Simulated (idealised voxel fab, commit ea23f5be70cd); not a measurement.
You're looking at the process module voxel self aligned vias.
Cross-section cut spans 190 nm and uses square cells 5 nm in size.
Throughout this document, each cross-section is represented as a grid of square cells and is presented as a sequence of bands enumerated from the top downward, where a band comprises one or more rows of cells.
For a band, the entry starts with two heights in nm, that of the top and then that of the bottom, and carries on with the band's materials in order from left to right, each alongside its width in nm; the word "throughout" beside a single material means it fills the band edge to edge, and "blank" means empty space.
Height reference: 0 = level under which incoming wafer is all one material. Lowest band: no bottom, runs on downward, e.g. "0..down".
Read "30..40" as a graded width: first number on top, second number at the bottom, same change between each pair of neighbouring rows.
It should be understood that the words "nothing got changed", when stated for a given step, signify that the cross-section underwent no change in any of its cells during that step.
"Cavities, closed" lists enclosed empty spaces (at least 8 cells, no open path upward to the top), each as width x height at distance from the left edge, in nm.
Whatever follows a step's settings on its line is a remark the simulator itself makes about that step.
Steps that use a mask can have "overlay nm" on their line. It says how far the mask sat to the right of where it was meant to be. Negative means to the left.

Plan:
- 1: RECEIVE with material Si
- 2: CONFORMAL_DEP with material SiO2, thk nm 10
- 3: CONFORMAL_DEP with material SiCN, thk nm 5
- 4: DIRECTIONAL_DEP with material SiO2, thk nm 25
- 5: PATTERN with tone open, mask id LINES, material resist, width nm 25, pitch nm 70, thk nm 15, overlay nm 0
- 6: DIRECTIONAL_ETCH with etch materials SiO2, depth nm 25
- 7: STRIP with etch materials resist
- 8: CONFORMAL_DEP with material TiN, thk nm 5
- 9: FILL_DEP with material W, thk nm 10
- 10: CMP with height nm 40
- 11: SELECTIVE_ETCH with etch materials W Ru TiN, depth nm 5
- 12: FILL_DEP with material SiN, thk nm 5
- 13: CMP with height nm 40
- 14: DIRECTIONAL_DEP with material SiO2, thk nm 20
- 15: MASKED_ETCH with tone open, mask id VIAS, width nm 45, etch materials SiO2, depth nm 20, overlay nm 0
- 16: MASKED_ETCH with tone open, mask id VIAS, width nm 45, etch materials SiN, depth nm 5, overlay nm 0
- 17: CONFORMAL_DEP with material TiN, thk nm 5
- 18: FILL_DEP with material Ru, thk nm 5
- 19: CMP with height nm 60
- 20: CONFORMAL_DEP with material SiCN, thk nm 5

Cross-section of the wafer as it came to us, i.e., already through step 1:
    0..down: Si throughout
    Cavities, closed: none

Figure: cross-sectional view of the wafer upon completion of the module, processed from the initial state and according to the plan depicted above, with one error introduced during execution:
    65..60: SiCN throughout
    60..45: 35 SiO2; 5 TiN; 35 Ru; 5 TiN; 110 SiO2
    45..40: 35 SiO2; 15 TiN; 15 Ru; 15 TiN; 110 SiO2
    40..35: 45 SiO2; 25 TiN; 45 SiO2; 25 SiN; 50 SiO2
    35..20: 45 SiO2; 5 TiN; 15 W; 5 TiN; 45 SiO2; 5 TiN; 15 W; 5 TiN; 50 SiO2
    20..15: 45 SiO2; 25 TiN; 45 SiO2; 25 TiN; 50 SiO2
    15..10: SiN throughout
    10..0: SiO2 throughout
    0..down: Si throughout
    Cavities, closed: none
Diagnosis: step 3 ran with different settings than intended, the actual operation and settings being CONFORMAL_DEP with material SiN, thk nm 5
